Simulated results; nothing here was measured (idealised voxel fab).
This is a process module. Its name is voxel spacer lines.
Xsec cut, 225 nm wide, square cell size 5 nm.
For the purposes of this document, a cross-section shall be understood as a grid of square cells, specified as bands listed in top-to-bottom order, each band consisting of one or more rows of cells. Within each band entry, the heights of the top and of the bottom of the band appear first, in that order and in nm; the materials of the band then follow from left to right, each with its corresponding width in nm. The designation "all across" on a single material indicates that it fills the band from edge to edge; the designation "air" indicates empty space. Note: height 0 marks the level under which the wafer is uniformly one material as received. Lowest band unbounded below, written "z 0 and below". The expression "30..40" gives the width at the extremes of the band, the first number at its top row of cells and the second at its bottom row, with the width changing by equal amounts from each row to the next in between. Basically "remains unaltered" means that step didn't change any cell in the cross-section. In "Enclosed void entries" the enclosed voids are listed, meaning empty spaces of 8 cells or larger without any opening to the top. The form is width x height at distance, distance from the left edge, units nm. What comes after the settings on a step's line is commentary from the simulator itself on that step. The optional step-line setting "overlay nm" applies to steps with a mask and quantifies how far to the right of its planned location the mask lay, a negative value indicating leftward placement.

**The steps planned for the process are as follows**
step 1: RECEIVE,material Si
step 2: CONFORMAL_DEP,material Al2O3,thk nm 10
step 3: DIRECTIONAL_DEP,material polySi,thk nm 15
step 4: DIRECTIONAL_DEP,material aC,thk nm 30
step 5: PATTERN,tone cover,mask id MANDREL,material resist,width nm 20,pitch nm 60,thk nm 35,overlay nm 0
step 6: DIRECTIONAL_ETCH,etch materials aC,depth nm 30
step 7: STRIP,etch materials resist
step 8: CONFORMAL_DEP,material SiO2,thk nm 10
step 9: DIRECTIONAL_ETCH,etch materials SiO2,depth nm 10
step 10: STRIP,etch materials aC
step 11: DIRECTIONAL_ETCH,etch materials polySi,depth nm 15
step 12: STRIP,etch materials SiO2

**Of two wafers, the first: run according to plan**

**This is the cross-section of the wafer as we received it, i.e. after step 1**
    z 0 and below | Si all across
    Enclosed void entries: none

**State of the wafer after step 2, shown in cross-section**
    z 10 to 0 | Al2O3 all across
    Nothing below the height 0 has changed.

**State of the wafer after step 3, shown in cross-section**
    z 25 to 10 | polySi all across
    Nothing below the height 10 has changed.

**State of the wafer after step 4, shown in cross-section**
    z 55 to 25 | aC all across
    Nothing below the height 25 has changed.

**State of the wafer after step 5, shown in cross-section**
    z 90 to 55 | air 70 nm; resist 20 nm; air 40 nm; resist 20 nm; air 75 nm
    Nothing below the height 55 has changed.

**State of the wafer after step 6, shown in cross-section**
    z 60 to 55 | air 70 nm; resist 20 nm; air 40 nm; resist 20 nm; air 75 nm
    z 55 to 25 | air 70 nm; aC 20 nm; air 40 nm; aC 20 nm; air 75 nm
    Nothing below the height 25 has changed.

**State of the wafer after step 7, shown in cross-section**
    z 55 to 25 | air 70 nm; aC 20 nm; air 40 nm; aC 20 nm; air 75 nm
    Nothing below the height 25 has changed.

**State of the wafer after step 8, shown in cross-section**
    z 65 to 55 | air 60 nm; SiO2 40 nm; air 20 nm; SiO2 40 nm; air 65 nm
    z 55 to 35 | air 60 nm; SiO2 10 nm; aC 20 nm; SiO2 10 nm; air 20 nm; SiO2 10 nm; aC 20 nm; SiO2 10 nm; air 65 nm
    z 35 to 25 | SiO2 70 nm; aC 20 nm; SiO2 40 nm; aC 20 nm; SiO2 75 nm
    Nothing below the height 25 has changed.

**State of the wafer after step 9, shown in cross-section**
    z 55 to 25 | air 60 nm; SiO2 10 nm; aC 20 nm; SiO2 10 nm; air 20 nm; SiO2 10 nm; aC 20 nm; SiO2 10 nm; air 65 nm
    Nothing below the height 25 has changed.

**State of the wafer after step 10, shown in cross-section**
    z 55 to 25 | air 60 nm; SiO2 10 nm; air 20 nm; SiO2 10 nm; air 20 nm; SiO2 10 nm; air 20 nm; SiO2 10 nm; air 65 nm
    Nothing below the height 25 has changed.

**State of the wafer after step 11, shown in cross-section**
    z 55 to 25 | air 60 nm; SiO2 10 nm; air 20 nm; SiO2 10 nm; air 20 nm; SiO2 10 nm; air 20 nm; SiO2 10 nm; air 65 nm
    z 25 to 10 | air 60 nm; polySi 10 nm; air 20 nm; polySi 10 nm; air 20 nm; polySi 10 nm; air 20 nm; polySi 10 nm; air 65 nm
    Nothing below the height 10 has changed.

**State of the wafer after step 12, shown in cross-section**
    z 25 to 10 | air 60 nm; polySi 10 nm; air 20 nm; polySi 10 nm; air 20 nm; polySi 10 nm; air 20 nm; polySi 10 nm; air 65 nm
    Nothing below the height 10 has changed.

**Second wafer, same starting conditions and recipe as the first, one mistake in executing it, nothing differs from the first up to and including step 9**

**Second wafer, sectioned view, at step 10's planned end time**
    z 55 to 25 | air 70 nm; aC 20 nm; air 40 nm; aC 20 nm; air 75 nm
    Nothing below the height 25 has changed.

**Second wafer, sectioned view, at step 11's planned end time**
    z 55 to 25 | air 70 nm; aC 20 nm; air 40 nm; aC 20 nm; air 75 nm
    z 25 to 10 | air 70 nm; polySi 20 nm; air 40 nm; polySi 20 nm; air 75 nm
    Nothing below the height 10 has changed.

Second wafer, sectioned view, at step 12's planned end time: remains unaltered
What broke from the plan during processing? it should be noted that step 10 was executed with settings other than those planned, the operation and settings actually applied being STRIP,etch materials SiO2
Once processing is complete, comparing cell counts shows that the second wafer has more or fewer of certain materials than the first: +48 aC
